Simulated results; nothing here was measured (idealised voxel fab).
process module | voxel capacitor over wiring
cross-section cut | 170 nm wide | cells 5 nm
A cross-section is a grid of square cells, given in bands from the top down. A band is one or more rows of cells.
Each band's line starts with the height of the band's top and of its bottom, in nm. Then come its materials from left to right, each with its width in nm. One material with "throughout" fills the band from edge to edge. "air" is empty space.
Height 0 is the level under which the wafer as received is all one material. The lowest band goes on downwards, as in "0 down".
A width such as "30 to 40" changes by the same amount from each row of cells to the next, from the band's top row to its bottom row.
"no change" after a step means that no cell of the cross-section changed.
closed voids: empty space of 8 cells or more with no open way to the top, each as width x height at its distance from the left edge, in nm
after a step's settings: what the simulator itself notes on the step
overlay nm, on a step with a mask: how far to the right of its planned place the mask lay; to the left if negative
plan
1 op RECEIVE | material Si
2 op CONFORMAL_DEP | material SiO2 | thk nm 10
3 op CONFORMAL_DEP | material SiN | thk nm 5
4 op DIRECTIONAL_DEP | material lowk | thk nm 20
5 op PATTERN | tone open | mask id METAL_1 | material resist | width nm 25 | pitch nm 90 | thk nm 20 | overlay nm 0
6 op DIRECTIONAL_ETCH | etch materials lowk | depth nm 20
7 op DIRECTIONAL_ETCH | etch materials SiN | depth nm 5
8 op STRIP | etch materials resist
9 op CONFORMAL_DEP | material TiN | thk nm 5
10 op FILL_DEP | material Ru | thk nm 5
11 op CMP | height nm 35
12 op CONFORMAL_DEP | material SiCN | thk nm 5
13 op DIRECTIONAL_DEP | material lowk | thk nm 20
14 op MASKED_ETCH | tone open | mask id PLUG_1 | width nm 15 | etch materials lowk | depth nm 20 | overlay nm 0
15 op MASKED_ETCH | tone open | mask id PLUG_1 | width nm 15 | etch materials SiCN | depth nm 5 | overlay nm 0
16 op CONFORMAL_DEP | material TiN | thk nm 5
17 op FILL_DEP | material Ru | thk nm 5
18 op CMP | height nm 60
19 op DIRECTIONAL_DEP | material TiN | thk nm 5
20 op DIRECTIONAL_DEP | material SiN | thk nm 5
21 op DIRECTIONAL_DEP | material TiN | thk nm 10
22 op MASKED_ETCH | tone cover | mask id UPPER_PLATE | width nm 70 | etch materials TiN | depth nm 10 | overlay nm 0
23 op MASKED_ETCH | tone cover | mask id UPPER_PLATE | width nm 70 | etch materials SiN | depth nm 5 | overlay nm 0
24 op MASKED_ETCH | tone cover | mask id LOWER_PLATE | width nm 80 | etch materials TiN | depth nm 5 | overlay nm 0
25 op FILL_DEP | material SiO2 | thk nm 20
26 op CMP | height nm 95
27 op PATTERN | tone open | mask id PLUG_2 | material resist | width nm 15 | thk nm 15 | overlay nm 0
28 op DIRECTIONAL_ETCH | etch materials SiO2 | depth nm 15
29 op STRIP | etch materials resist
30 op CONFORMAL_DEP | material TiN | thk nm 5
31 op FILL_DEP | material Ru | thk nm 5
32 op CMP | height nm 95
33 op CONFORMAL_DEP | material SiCN | thk nm 5
first wafer, as planned
as received, after step 1
  0 down: Si throughout
  closed voids: none
after step 2
  10 to 0: SiO2 throughout
  below 0: unchanged
after step 3
  15 to 10: SiN throughout
  below 10: unchanged
after step 4
  35 to 15: lowk throughout
  below 15: unchanged
after step 5
  55 to 35: resist 25 | air 25 | resist 65 | air 25 | resist 30
  below 35: unchanged
after step 6
  55 to 35: resist 25 | air 25 | resist 65 | air 25 | resist 30
  35 to 15: lowk 25 | air 25 | lowk 65 | air 25 | lowk 30
  below 15: unchanged
after step 7
  55 to 35: resist 25 | air 25 | resist 65 | air 25 | resist 30
  35 to 15: lowk 25 | air 25 | lowk 65 | air 25 | lowk 30
  15 to 10: SiN 25 | air 25 | SiN 65 | air 25 | SiN 30
  below 10: unchanged
after step 8
  35 to 15: lowk 25 | air 25 | lowk 65 | air 25 | lowk 30
  below 15: unchanged
after step 9
  40 to 35: TiN 30 | air 15 | TiN 75 | air 15 | TiN 35
  35 to 15: lowk 25 | TiN 5 | air 15 | TiN 5 | lowk 65 | TiN 5 | air 15 | TiN 5 | lowk 30
  15 to 10: SiN 25 | TiN 25 | SiN 65 | TiN 25 | SiN 30
  below 10: unchanged
after step 10
  45 to 40: Ru throughout
  40 to 35: TiN 30 | Ru 15 | TiN 75 | Ru 15 | TiN 35
  35 to 15: lowk 25 | TiN 5 | Ru 15 | TiN 5 | lowk 65 | TiN 5 | Ru 15 | TiN 5 | lowk 30
  below 15: unchanged
after step 11
  35 to 15: lowk 25 | TiN 5 | Ru 15 | TiN 5 | lowk 65 | TiN 5 | Ru 15 | TiN 5 | lowk 30
  below 15: unchanged
after step 12
  40 to 35: SiCN throughout
  below 35: unchanged
after step 13
  60 to 40: lowk throughout
  below 40: unchanged
after step 14
  60 to 40: lowk 35 | air 15 | lowk 120
  below 40: unchanged
after step 15
  60 to 40: lowk 35 | air 15 | lowk 120
  40 to 35: SiCN 35 | air 15 | SiCN 120
  below 35: unchanged
after step 16
  65 to 60: TiN 40 | air 5 | TiN 125
  60 to 40: lowk 35 | TiN 5 | air 5 | TiN 5 | lowk 120
  40 to 35: SiCN 35 | TiN 15 | SiCN 120
  below 35: unchanged
after step 17
  70 to 65: Ru throughout
  65 to 60: TiN 40 | Ru 5 | TiN 125
  60 to 40: lowk 35 | TiN 5 | Ru 5 | TiN 5 | lowk 120
  below 40: unchanged
after step 18
  60 to 40: lowk 35 | TiN 5 | Ru 5 | TiN 5 | lowk 120
  below 40: unchanged
after step 19
  65 to 60: TiN throughout
  below 60: unchanged
after step 20
  70 to 65: SiN throughout
  below 65: unchanged
after step 21
  80 to 70: TiN throughout
  below 70: unchanged
after step 22
  80 to 70: air 35 | TiN 70 | air 65
  below 70: unchanged
after step 23
  80 to 70: air 35 | TiN 70 | air 65
  70 to 65: air 35 | SiN 70 | air 65
  below 65: unchanged
after step 24
  80 to 70: air 35 | TiN 70 | air 65
  70 to 65: air 35 | SiN 70 | air 65
  65 to 60: air 30 | TiN 80 | air 60
  below 60: unchanged
after step 25
  100 to 80: SiO2 throughout
  80 to 70: SiO2 35 | TiN 70 | SiO2 65
  70 to 65: SiO2 35 | SiN 70 | SiO2 65
  65 to 60: SiO2 30 | TiN 80 | SiO2 60
  below 60: unchanged
after step 26
  95 to 80: SiO2 throughout
  below 80: unchanged
after step 27
  110 to 95: resist 45 | air 15 | resist 110
  below 95: unchanged
after step 28
  110 to 95: resist 45 | air 15 | resist 110
  95 to 80: SiO2 45 | air 15 | SiO2 110
  below 80: unchanged
after step 29
  95 to 80: SiO2 45 | air 15 | SiO2 110
  below 80: unchanged
after step 30
  100 to 95: TiN 50 | air 5 | TiN 115
  95 to 85: SiO2 45 | TiN 5 | air 5 | TiN 5 | SiO2 110
  85 to 80: SiO2 45 | TiN 15 | SiO2 110
  below 80: unchanged
after step 31
  105 to 100: Ru throughout
  100 to 95: TiN 50 | Ru 5 | TiN 115
  95 to 85: SiO2 45 | TiN 5 | Ru 5 | TiN 5 | SiO2 110
  below 85: unchanged
after step 32
  95 to 85: SiO2 45 | TiN 5 | Ru 5 | TiN 5 | SiO2 110
  below 85: unchanged
after step 33
  100 to 95: SiCN throughout
  below 95: unchanged
second wafer: like start, like plan, one mistake. Through step 17 it matches the first wafer
when step 18 should have ended
  65 to 60: TiN 40 | Ru 5 | TiN 125
  below 60: unchanged
when step 19 should have ended
  70 to 65: TiN throughout
  below 65: unchanged
when step 20 should have ended
  75 to 70: SiN throughout
  below 70: unchanged
when step 21 should have ended
  85 to 75: TiN throughout
  below 75: unchanged
when step 22 should have ended
  85 to 75: air 35 | TiN 70 | air 65
  below 75: unchanged
when step 23 should have ended
  85 to 75: air 35 | TiN 70 | air 65
  75 to 70: air 35 | SiN 70 | air 65
  below 70: unchanged
when step 24 should have ended
  85 to 75: air 35 | TiN 70 | air 65
  75 to 70: air 35 | SiN 70 | air 65
  70 to 65: air 30 | TiN 80 | air 60
  below 65: unchanged
when step 25 should have ended
  105 to 85: SiO2 throughout
  85 to 75: SiO2 35 | TiN 70 | SiO2 65
  75 to 70: SiO2 35 | SiN 70 | SiO2 65
  70 to 65: SiO2 30 | TiN 80 | SiO2 60
  below 65: unchanged
when step 26 should have ended
  95 to 85: SiO2 throughout
  below 85: unchanged
when step 27 should have ended
  110 to 95: resist 45 | air 15 | resist 110
  below 95: unchanged
when step 28 should have ended
  110 to 95: resist 45 | air 15 | resist 110
  95 to 85: SiO2 45 | air 15 | SiO2 110
  below 85: unchanged
when step 29 should have ended
  95 to 85: SiO2 45 | air 15 | SiO2 110
  below 85: unchanged
when step 30 should have ended
  100 to 95: TiN 50 | air 5 | TiN 115
  95 to 90: SiO2 45 | TiN 5 | air 5 | TiN 5 | SiO2 110
  90 to 85: SiO2 45 | TiN 15 | SiO2 110
  below 85: unchanged
when step 31 should have ended
  105 to 100: Ru throughout
  100 to 95: TiN 50 | Ru 5 | TiN 115
  95 to 90: SiO2 45 | TiN 5 | Ru 5 | TiN 5 | SiO2 110
  below 90: unchanged
when step 32 should have ended
  95 to 90: SiO2 45 | TiN 5 | Ru 5 | TiN 5 | SiO2 110
  below 90: unchanged
when step 33 should have ended
  100 to 95: SiCN throughout
  below 95: unchanged
what went wrong: step 18 ran as: op CMP | height nm 65
at the end the second wafer has, in cells: 31 fewer of SiO2 | 31 more of TiN
